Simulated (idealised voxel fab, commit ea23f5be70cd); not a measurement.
The document below concerns the process module designated voxel self aligned contacts.
Section cut is 150 nm wide and gridded with 5 nm square cells.
Heads up, the way a cross-section reads in here is a grid of square cells, handed over as bands from the top down, with every band being one or more rows of cells.
Band entry format. Leading values: height of top, height of bottom, nm. Remainder: materials in left-to-right order, each with its width in nm. Special words: "full width" on a single material, which then fills the band edge to edge; "blank", empty space.
Counting heights begins at 0, where everything beneath is, in the wafer as received, one material. The lowest band has no bottom; it goes on downwards, as "0 and below" shows.
Read "30->40" as a graded width: first number on top, second number at the bottom, same change between each pair of neighbouring rows.
Basically "no change" means that step didn't change any cell in the cross-section.
Listed in "Fully sealed cavities": every empty space of 8 or more cells without an open way to the top. Form: width x height at distance, the distance being from the left edge, all in nm.
On a step's line, text after the settings is the simulator commenting on that step.
When a step includes a mask, the "overlay nm" setting on its line states how far to the right of its planned place that mask lay, and negative values state how far to the left.
Read each pair as before and after one process step. The after cross-section shows only down to the lowest band that changed. The step between them and its settings are given below the pair. Pairs can come from different runs of this module on the same starting wafer. A pair continues from the pair above only where its "Pre-step" entry says so.
PRE-STEP
> 60 down to 55 = Ru full width
> 55 down to 50 = 55 TiN, 40 Ru, 55 TiN
> 50 down to 40 = 50 SiO2, 5->20 TiN, 40->10 Ru, 5->20 TiN, 50 SiO2
> 40 down to 20 = 20 SiO2, 45 SiN, 5 TiN, 10 Ru, 5 TiN, 45 SiN, 20 SiO2
> 20 down to 0 = 20 SiO2, 5 SiN, 35 polySi, 5 SiN, 5 TiN, 10 Ru, 5 TiN, 5 SiN, 35 polySi, 5 SiN, 20 SiO2
> 0 down to -5 = 65 SiO2, 20 TiN, 65 SiO2
> -5 and below = Si full width
> Fully sealed cavities: none
SECTION AFTER PROCESSING
> 50 down to 40 = 50 SiO2, 5->20 TiN, 40->10 Ru, 5->20 TiN, 50 SiO2
> Note: structure below 40 unchanged.
> Fully sealed cavities: none
Step, before to after (see cross-sections above): CMP | height nm 50
Pre-step: Please consult the pair immediately above; the cross-section it shows after its step is the state before this step.
SECTION AFTER PROCESSING
> 55 down to 50 = SiN full width
> Note: structure below 50 unchanged.
> Fully sealed cavities: none
Step, before to after (see cross-sections above): CONFORMAL_DEP | material SiN | thk nm 5
PRE-STEP
> 40 down to 20 = 25 blank, 35 SiN, 30 blank, 35 SiN, 25 blank
> 20 down to 0 = polySi full width
> 0 down to -5 = SiO2 full width
> -5 and below = Si full width
> Fully sealed cavities: none
SECTION AFTER PROCESSING
> 40 down to 20 = 25 blank, 35 SiN, 30 blank, 35 SiN, 25 blank
> 20 down to 0 = 15 blank, 45 polySi, 20 blank, 45 polySi, 25 blank
> Note: structure below 0 unchanged.
> Fully sealed cavities: none
Step, before to after (see cross-sections above): MASKED_ETCH | tone cover | mask id GATE | width nm 35 | pitch nm 65 | etch materials polySi | depth nm 20 | overlay nm -10
Pre-step: Please consult the pair immediately above; the cross-section it shows after its step is the state before this step.
SECTION AFTER PROCESSING
> 45 down to 25 = 20 blank, 45 SiN, 20 blank, 45 SiN, 20 blank
> 25 down to 20 = 10 blank, 55 SiN, 10 blank, 55 SiN, 20 blank
> 20 down to 5 = 10 blank, 5 SiN, 45 polySi, 5 SiN, 10 blank, 5 SiN, 45 polySi, 5 SiN, 20 blank
> 5 down to 0 = 15 SiN, 45 polySi, 20 SiN, 45 polySi, 25 SiN
> Note: structure below 0 unchanged.
> Fully sealed cavities: none
Step, before to after (see cross-sections above): CONFORMAL_DEP | material SiN | thk nm 5
Pre-step: Please consult the pair immediately above; the cross-section it shows after its step is the state before this step.
SECTION AFTER PROCESSING
> 40 down to 20 = 20 blank, 45 SiN, 20 blank, 45 SiN, 20 blank
> 20 down to 0 = 10 blank, 5 SiN, 45 polySi, 5 SiN, 10 blank, 5 SiN, 45 polySi, 5 SiN, 20 blank
> Note: structure below 0 unchanged.
> Fully sealed cavities: none
Step, before to after (see cross-sections above): DIRECTIONAL_ETCH | etch materials SiN | depth nm 5
Pre-step: Please consult the pair immediately above; the cross-section it shows after its step is the state before this step.
SECTION AFTER PROCESSING
> 60 down to 40 = SiO2 full width
> 40 down to 20 = 20 SiO2, 45 SiN, 20 SiO2, 45 SiN, 20 SiO2
> 20 down to 0 = 10 SiO2, 5 SiN, 45 polySi, 5 SiN, 10 SiO2, 5 SiN, 45 polySi, 5 SiN, 20 SiO2
> Note: structure below 0 unchanged.
> Fully sealed cavities: none
Step, before to after (see cross-sections above): FILL_DEP | material SiO2 | thk nm 20
Pre-step: Please consult the pair immediately above; the cross-section it shows after its step is the state before this step.
SECTION AFTER PROCESSING
> 50 down to 40 = SiO2 full width
> Note: structure below 40 unchanged.
> Fully sealed cavities: none
Step, before to after (see cross-sections above): CMP | height nm 50
Pre-step: Please consult the pair immediately above; the cross-section it shows after its step is the state before this step.
SECTION AFTER PROCESSING
> 50 down to 40 = 55 SiO2, 40 blank, 55 SiO2
> 40 down to 20 = 20 SiO2, 45 SiN, 20 blank, 45 SiN, 20 SiO2
> 20 down to 0 = 10 SiO2, 5 SiN, 45 polySi, 5 SiN, 10 blank, 5 SiN, 45 polySi, 5 SiN, 20 SiO2
> 0 down to -5 = 65 SiO2, 10 blank, 75 SiO2
> Note: structure below -5 unchanged.
> Fully sealed cavities: none
Step, before to after (see cross-sections above): MASKED_ETCH | tone open | mask id CONTACT | width nm 40 | etch materials SiO2 | depth nm 55 | overlay nm 0
Pre-step: Please consult the pair immediately above; the cross-section it shows after its step is the state before this step.
SECTION AFTER PROCESSING
> 55 down to 50 = 60 TiN, 30 blank, 60 TiN
> 50 down to 40 = 55 SiO2, 5->15 TiN, 30->10 blank, 5->15 TiN, 55 SiO2
> 40 down to 25 = 20 SiO2, 45 SiN, 5 TiN, 10 blank, 5 TiN, 45 SiN, 20 SiO2
> 25 down to 20 = 20 SiO2, 45 SiN, 20 TiN, 45 SiN, 20 SiO2
> 20 down to 0 = 10 SiO2, 5 SiN, 45 polySi, 5 SiN, 10 TiN, 5 SiN, 45 polySi, 5 SiN, 20 SiO2
> 0 down to -5 = 65 SiO2, 10 TiN, 75 SiO2
> Note: structure below -5 unchanged.
> Fully sealed cavities: none
Step, before to after (see cross-sections above): CONFORMAL_DEP | material TiN | thk nm 5
Pre-step: Please consult the pair immediately above; the cross-section it shows after its step is the state before this step.
SECTION AFTER PROCESSING
> 60 down to 55 = Ru full width
> 55 down to 50 = 60 TiN, 30 Ru, 60 TiN
> 50 down to 40 = 55 SiO2, 5->15 TiN, 30->10 Ru, 5->15 TiN, 55 SiO2
> 40 down to 25 = 20 SiO2, 45 SiN, 5 TiN, 10 Ru, 5 TiN, 45 SiN, 20 SiO2
> Note: structure below 25 unchanged.
> Fully sealed cavities: none
Step, before to after (see cross-sections above): FILL_DEP | material Ru | thk nm 5
Pre-step: Please consult the pair immediately above; the cross-section it shows after its step is the state before this step.
SECTION AFTER PROCESSING
> 50 down to 40 = 55 SiO2, 5->15 TiN, 30->10 Ru, 5->15 TiN, 55 SiO2
> Note: structure below 40 unchanged.
> Fully sealed cavities: none
Step, before to after (see cross-sections above): CMP | height nm 50
Pre-step: Please consult the pair immediately above; the cross-section it shows after its step is the state before this step.
SECTION AFTER PROCESSING
> 55 down to 50 = SiN full width
> Note: structure below 50 unchanged.
> Fully sealed cavities: none
Step, before to after (see cross-sections above): CONFORMAL_DEP | material SiN | thk nm 5
PRE-STEP
> 20 down to 0 = polySi full width
> 0 down to -5 = SiO2 full width
> -5 and below = Si full width
> Fully sealed cavities: none
SECTION AFTER PROCESSING
> 40 down to 20 = TiN full width
> Note: structure below 20 unchanged.
> Fully sealed cavities: none
Step, before to after (see cross-sections above): DIRECTIONAL_DEP | material TiN | thk nm 20
Pre-step: Please consult the pair immediately above; the cross-section it shows after its step is the state before this step.
SECTION AFTER PROCESSING
> 45 down to 40 = SiN full width
> Note: structure below 40 unchanged.
> Fully sealed cavities: none
Step, before to after (see cross-sections above): CONFORMAL_DEP | material SiN | thk nm 5
Pre-step: Please consult the pair immediately above; the cross-section it shows after its step is the state before this step.
SECTION AFTER PROCESSING
> 40 down to 20 = TiN full width
> Note: structure below 20 unchanged.
> Fully sealed cavities: none
Step, before to after (see cross-sections above): DIRECTIONAL_ETCH | etch materials SiN | depth nm 5
Pre-step: Please consult the pair immediately above; the cross-section it shows after its step is the state before this step.
SECTION AFTER PROCESSING
> 60 down to 40 = SiO2 full width
> Note: structure below 40 unchanged.
> Fully sealed cavities: none
Step, before to after (see cross-sections above): FILL_DEP | material SiO2 | thk nm 20
Pre-step: Please consult the pair immediately above; the cross-section it shows after its step is the state before this step.
SECTION AFTER PROCESSING
> 50 down to 40 = SiO2 full width
> Note: structure below 40 unchanged.
> Fully sealed cavities: none
Step, before to after (see cross-sections above): CMP | height nm 50
Pre-step: Please consult the pair immediately above; the cross-section it shows after its step is the state before this step.
SECTION AFTER PROCESSING
> 50 down to 40 = 55 SiO2, 40 blank, 55 SiO2
> Note: structure below 40 unchanged.
> Fully sealed cavities: none
Step, before to after (see cross-sections above): MASKED_ETCH | tone open | mask id CONTACT | width nm 40 | etch materials SiO2 | depth nm 55 | overlay nm 0
Pre-step: Please consult the pair immediately above; the cross-section it shows after its step is the state before this step.
SECTION AFTER PROCESSING
> 55 down to 50 = 60 TiN, 30 blank, 60 TiN
> 50 down to 45 = 55 SiO2, 5 TiN, 30 blank, 5 TiN, 55 SiO2
> 45 down to 40 = 55 SiO2, 40 TiN, 55 SiO2
> Note: structure below 40 unchanged.
> Fully sealed cavities: none
Step, before to after (see cross-sections above): CONFORMAL_DEP | material TiN | thk nm 5
Pre-step: Please consult the pair immediately above; the cross-section it shows after its step is the state before this step.
SECTION AFTER PROCESSING
> 60 down to 55 = Ru full width
> 55 down to 50 = 60 TiN, 30 Ru, 60 TiN
> 50 down to 45 = 55 SiO2, 5 TiN, 30 Ru, 5 TiN, 55 SiO2
> Note: structure below 45 unchanged.
> Fully sealed cavities: none
Step, before to after (see cross-sections above): FILL_DEP | material Ru | thk nm 5
Pre-step: Please consult the pair immediately above; the cross-section it shows after its step is the state before this step.
SECTION AFTER PROCESSING
> 50 down to 45 = 55 SiO2, 5 TiN, 30 Ru, 5 TiN, 55 SiO2
> Note: structure below 45 unchanged.
> Fully sealed cavities: none
Step, before to after (see cross-sections above): CMP | height nm 50
Pre-step: Please consult the pair immediately above; the cross-section it shows after its step is the state before this step.
SECTION AFTER PROCESSING
> 55 down to 50 = SiN full width
> Note: structure below 50 unchanged.
> Fully sealed cavities: none
Step, before to after (see cross-sections above): CONFORMAL_DEP | material SiN | thk nm 5
PRE-STEP
> 50 down to 40 = SiO2 full width
> 40 down to 20 = 20 SiO2, 45 SiN, 20 SiO2, 45 SiN, 20 SiO2
> 20 down to 0 = 20 SiO2, 5 SiN, 35 polySi, 5 SiN, 20 SiO2, 5 SiN, 35 polySi, 5 SiN, 20 SiO2
> 0 down to -5 = SiO2 full width
> -5 and below = Si full width
> Fully sealed cavities: none
SECTION AFTER PROCESSING
> 50 down to 40 = 55 blank, 40 SiO2, 55 blank
> 40 down to 20 = 20 blank, 45 SiN, 20 SiO2, 45 SiN, 20 blank
> 20 down to 0 = 20 blank, 5 SiN, 35 polySi, 5 SiN, 20 SiO2, 5 SiN, 35 polySi, 5 SiN, 20 blank
> 0 down to -5 = 20 blank, 110 SiO2, 20 blank
> Note: structure below -5 unchanged.
> Fully sealed cavities: none
Step, before to after (see cross-sections above): MASKED_ETCH | tone cover | mask id CONTACT | width nm 40 | etch materials SiO2 | depth nm 55 | overlay nm 0
Pre-step: Please consult the pair immediately above; the cross-section it shows after its step is the state before this step.
SECTION AFTER PROCESSING
> 55 down to 50 = 50 blank, 50 TiN, 50 blank
> 50 down to 40 = 50->15 blank, 5->40 TiN, 40 SiO2, 5->40 TiN, 50->15 blank
> 40 down to 20 = 15 blank, 5 TiN, 45 SiN, 20 SiO2, 45 SiN, 5 TiN, 15 blank
> 20 down to 0 = 15 blank, 5 TiN, 5 SiN, 35 polySi, 5 SiN, 20 SiO2, 5 SiN, 35 polySi, 5 SiN, 5 TiN, 15 blank
> 0 down to -5 = 20 TiN, 110 SiO2, 20 TiN
> Note: structure below -5 unchanged.
> Fully sealed cavities: none
Step, before to after (see cross-sections above): CONFORMAL_DEP | material TiN | thk nm 5
Pre-step: Please consult the pair immediately above; the cross-section it shows after its step is the state before this step.
SECTION AFTER PROCESSING
> 60 down to 55 = Ru full width
> 55 down to 50 = 50 Ru, 50 TiN, 50 Ru
> 50 down to 40 = 50->15 Ru, 5->40 TiN, 40 SiO2, 5->40 TiN, 50->15 Ru
> 40 down to 20 = 15 Ru, 5 TiN, 45 SiN, 20 SiO2, 45 SiN, 5 TiN, 15 Ru
> 20 down to 0 = 15 Ru, 5 TiN, 5 SiN, 35 polySi, 5 SiN, 20 SiO2, 5 SiN, 35 polySi, 5 SiN, 5 TiN, 15 Ru
> Note: structure below 0 unchanged.
> Fully sealed cavities: none
Step, before to after (see cross-sections above): FILL_DEP | material Ru | thk nm 5
Pre-step: Please consult the pair immediately above; the cross-section it shows after its step is the state before this step.
SECTION AFTER PROCESSING
> 50 down to 40 = 50->15 Ru, 5->40 TiN, 40 SiO2, 5->40 TiN, 50->15 Ru
> Note: structure below 40 unchanged.
> Fully sealed cavities: none
Step, before to after (see cross-sections above): CMP | height nm 50
Pre-step: Please consult the pair immediately above; the cross-section it shows after its step is the state before this step.
SECTION AFTER PROCESSING
> 55 down to 50 = SiN full width
> Note: structure below 50 unchanged.
> Fully sealed cavities: none
Step, before to after (see cross-sections above): CONFORMAL_DEP | material SiN | thk nm 5
